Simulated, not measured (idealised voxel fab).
Module name: voxel fin reveal (process module)
Square cells of 5 nm make up the cross-section cut, whose width is 280 nm.
Cross-sections here: square-cell grids, written as top-down lists of bands, a band being one or more rows of cells. The band entry comprises the height of the band's top followed by the height of its bottom, expressed in nm, and subsequently the band's materials from left to right, each stated together with its width in nm. Where a single material is marked with the word "throughout", that material fills the band from edge to edge. The word "empty" represents empty space. It should be noted that heights are counted from 0, beneath which the wafer as supplied is of one material throughout, and that the lowest band possesses no lower boundary but continues downward, as written in "z 0 and below". It should be noted that a width expressed as "30..40" varies in equal increments from row to row of cells within the band, taking the value of the first number at the top row and that of the second number at the bottom row. Given "no change" for a step, no cell of the cross-section differs between before and after that step. In "Tabulated closed voids" the enclosed voids are listed, meaning empty spaces of 8 cells or larger without any opening to the top. The form is width x height at distance, distance from the left edge, units nm. The remark found on a step's line after its settings is issued by the simulator itself and pertains to that step. A step line may carry the setting "overlay nm", which, for steps involving a mask, states the distance by which the mask lay to the right of its intended position; negative values denote displacement to the left.
The steps planned for the process are as follows:
| 1 | op RECEIVE | material Si |
| 2 | op CONFORMAL_DEP | material SiN | thk nm 10 |
| 3 | op MASKED_ETCH | tone cover | mask id FINS | width nm 15 | pitch nm 40 | etch materials SiN | depth nm 10 | overlay nm 0 |
| 4 | op MASKED_ETCH | tone cover | mask id FINS | width nm 15 | pitch nm 40 | etch materials Si | depth nm 40 | overlay nm 0 |
| 5 | op FILL_DEP | material SiO2 | thk nm 5 |
| 6 | op CMP | height nm 0 |
| 7 | op SELECTIVE_ETCH | etch materials SiO2 | depth nm 40 |
| 8 | op STRIP | etch materials SiN |
Same starting wafers, different height nm at step 6. Plan value belongs to the first wafer.
Cross-section of the first of several received wafers, showing its state after step 1:
  z 0 and below = Si throughout
  Tabulated closed voids: none
Cross-sectional representation of the first of several wafers at the end of the module, i.e. after its terminal step, step 8:
  z 0 to -40 = 70 empty | 15 Si | 25 empty | 15 Si | 25 empty | 15 Si | 25 empty | 15 Si | 75 empty
  z -40 and below = Si throughout
  Tabulated closed voids: none
The module's end: a cross-section of the last wafer:
  z 0 to -25 = 70 empty | 15 Si | 25 empty | 15 Si | 25 empty | 15 Si | 25 empty | 15 Si | 75 empty
  z -25 to -40 = 70 SiO2 | 15 Si | 25 SiO2 | 15 Si | 25 SiO2 | 15 Si | 25 SiO2 | 15 Si | 75 SiO2
  z -40 and below = Si throughout
  Tabulated closed voids: none
End of module, by wafer: material-by-material cell gain (+) or loss (-) since receipt, then closed voids:
height nm 0 | -352 Si | Tabulated closed voids: none
height nm 5 | -352 Si | +44 SiO2 | Tabulated closed voids: none
height nm 10 | -352 Si | +88 SiO2 | Tabulated closed voids: none
height nm 15 | -352 Si | +132 SiO2 | Tabulated closed voids: none
